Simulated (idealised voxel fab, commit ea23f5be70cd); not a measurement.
process module | voxel wiring stack
For reference, the cross-section in this document is cut, with width 155 nm and square cells of 5 nm.
A cross-section is written here as square cells arranged in a grid, and it is given in bands from the top down, each band taking up one or more rows of cells.
Top, bottom (nm), then materials left to right with widths (nm); lone material tagged "edge to edge" fills the whole band edge to edge; "empty" = empty space.
Basically, 0 is our baseline, since under it the wafer straight out of the box is all one material. The bottom band has no lower end and keeps on going down, so it looks like "0 nm and below".
Quick explanation for "30..40": the width changes in equal steps down the rows of cells, from the first number in the band's top row to the second number in its bottom row.
"same as before" (step): cross-section cells unchanged, all of them.
"Sealed internal voids" - sealed voids, min. 8 cells, no opening to top; format: width x height at distance (distance from left edge; nm throughout).
The remark found on a step's line after its settings is issued by the simulator itself and pertains to that step.
Steps that use a mask can have "overlay nm" on their line. It says how far the mask sat to the right of where it was meant to be. Negative means to the left.
# Process steps - plan
1: RECEIVE | material Si
2: CONFORMAL_DEP | material SiO2 | thk nm 15
3: CONFORMAL_DEP | material SiN | thk nm 5
4: DIRECTIONAL_DEP | material SiO2 | thk nm 25
5: DIRECTIONAL_DEP | material aC | thk nm 10
6: PATTERN | tone open | mask id METAL_1 | material resist | width nm 25 | pitch nm 45 | thk nm 25 | overlay nm 0
7: DIRECTIONAL_ETCH | etch materials aC | depth nm 10
8: STRIP | etch materials resist
9: DIRECTIONAL_ETCH | etch materials SiO2 | depth nm 25
10: DIRECTIONAL_ETCH | etch materials SiN | depth nm 5
11: STRIP | etch materials aC
12: CONFORMAL_DEP | material TiN | thk nm 5
13: FILL_DEP | material Ru | thk nm 5
14: CMP | height nm 45
15: CONFORMAL_DEP | material SiCN | thk nm 5
16: DIRECTIONAL_DEP | material lowk | thk nm 25
17: DIRECTIONAL_DEP | material aC | thk nm 10
18: PATTERN | tone open | mask id METAL_2_HOLES | material resist | width nm 15 | pitch nm 45 | thk nm 30 | overlay nm 0
19: DIRECTIONAL_ETCH | etch materials aC | depth nm 10
20: STRIP | etch materials resist
21: DIRECTIONAL_ETCH | etch materials lowk | depth nm 25
22: STRIP | etch materials aC
23: MASKED_ETCH | tone open | mask id METAL_2 | width nm 25 | pitch nm 45 | etch materials lowk | depth nm 15 | overlay nm 0
24: MASKED_ETCH | tone open | mask id METAL_2 | width nm 25 | pitch nm 45 | etch materials SiCN | depth nm 5 | overlay nm 0
25: CONFORMAL_DEP | material TiN | thk nm 5
26: FILL_DEP | material Cu | thk nm 10
27: CMP | height nm 75
28: CONFORMAL_DEP | material SiCN | thk nm 5
29: DIRECTIONAL_DEP | material SiO2 | thk nm 35
30: PATTERN | tone open | mask id METAL_3_HOLES | material resist | width nm 15 | thk nm 20 | overlay nm 0
31: DIRECTIONAL_ETCH | etch materials SiO2 | depth nm 35
32: STRIP | etch materials resist
33: PATTERN | tone open | mask id METAL_3 | material resist | width nm 25 | pitch nm 45 | thk nm 15 | overlay nm 0
34: DIRECTIONAL_ETCH | etch materials SiO2 | depth nm 20
35: DIRECTIONAL_ETCH | etch materials SiCN | depth nm 5
36: STRIP | etch materials resist
37: CONFORMAL_DEP | material TiN | thk nm 5
38: FILL_DEP | material Cu | thk nm 5
39: CMP | height nm 115
40: CONFORMAL_DEP | material SiN | thk nm 5
# Delivered wafer in cross-section: state after step 1
* 0 nm and below | Si edge to edge
* Sealed internal voids: none
# The plan above was carried out on the starting structure above with one mistake, and this cross-section shows the wafer at the end of the module
* 120 nm to 115 nm | SiN edge to edge
* 115 nm to 100 nm | SiO2 40  TiN 5  Cu 15  TiN 5  SiO2 20  TiN 5  Cu 15  TiN 5  SiO2 45
* 100 nm to 95 nm | SiO2 40  TiN 5  Cu 5  TiN 15  SiO2 20  TiN 25  SiO2 45
* 95 nm to 80 nm | SiO2 40  TiN 5  Cu 5  TiN 5  SiO2 100
* 80 nm to 75 nm | SiCN 40  TiN 15  SiCN 100
* 75 nm to 65 nm | lowk 40  TiN 5  Cu 15  TiN 5  lowk 20  TiN 5  Cu 15  TiN 5  lowk 45
* 65 nm to 60 nm | lowk 40  TiN 5  Cu 5  TiN 15  lowk 20  TiN 5  Cu 5  TiN 15  lowk 45
* 60 nm to 50 nm | lowk 40  TiN 5  Cu 5  TiN 5  lowk 30  TiN 5  Cu 5  TiN 5  lowk 55
* 50 nm to 45 nm | SiCN 40  TiN 15  SiCN 30  TiN 15  SiCN 55
* 45 nm to 40 nm | TiN 45  Ru 15  TiN 30  Ru 15  TiN 50
* 40 nm to 20 nm | SiO2 40  TiN 5  Ru 15  TiN 5  SiO2 20  TiN 5  Ru 15  TiN 5  SiO2 45
* 20 nm to 15 nm | SiO2 40  TiN 25  SiO2 20  TiN 25  SiO2 45
* 15 nm to 0 nm | SiO2 edge to edge
* 0 nm and below | Si edge to edge
* Sealed internal voids: none
Which mistake was made when the wafer was run? step 3 of the plan: omitted, not performed
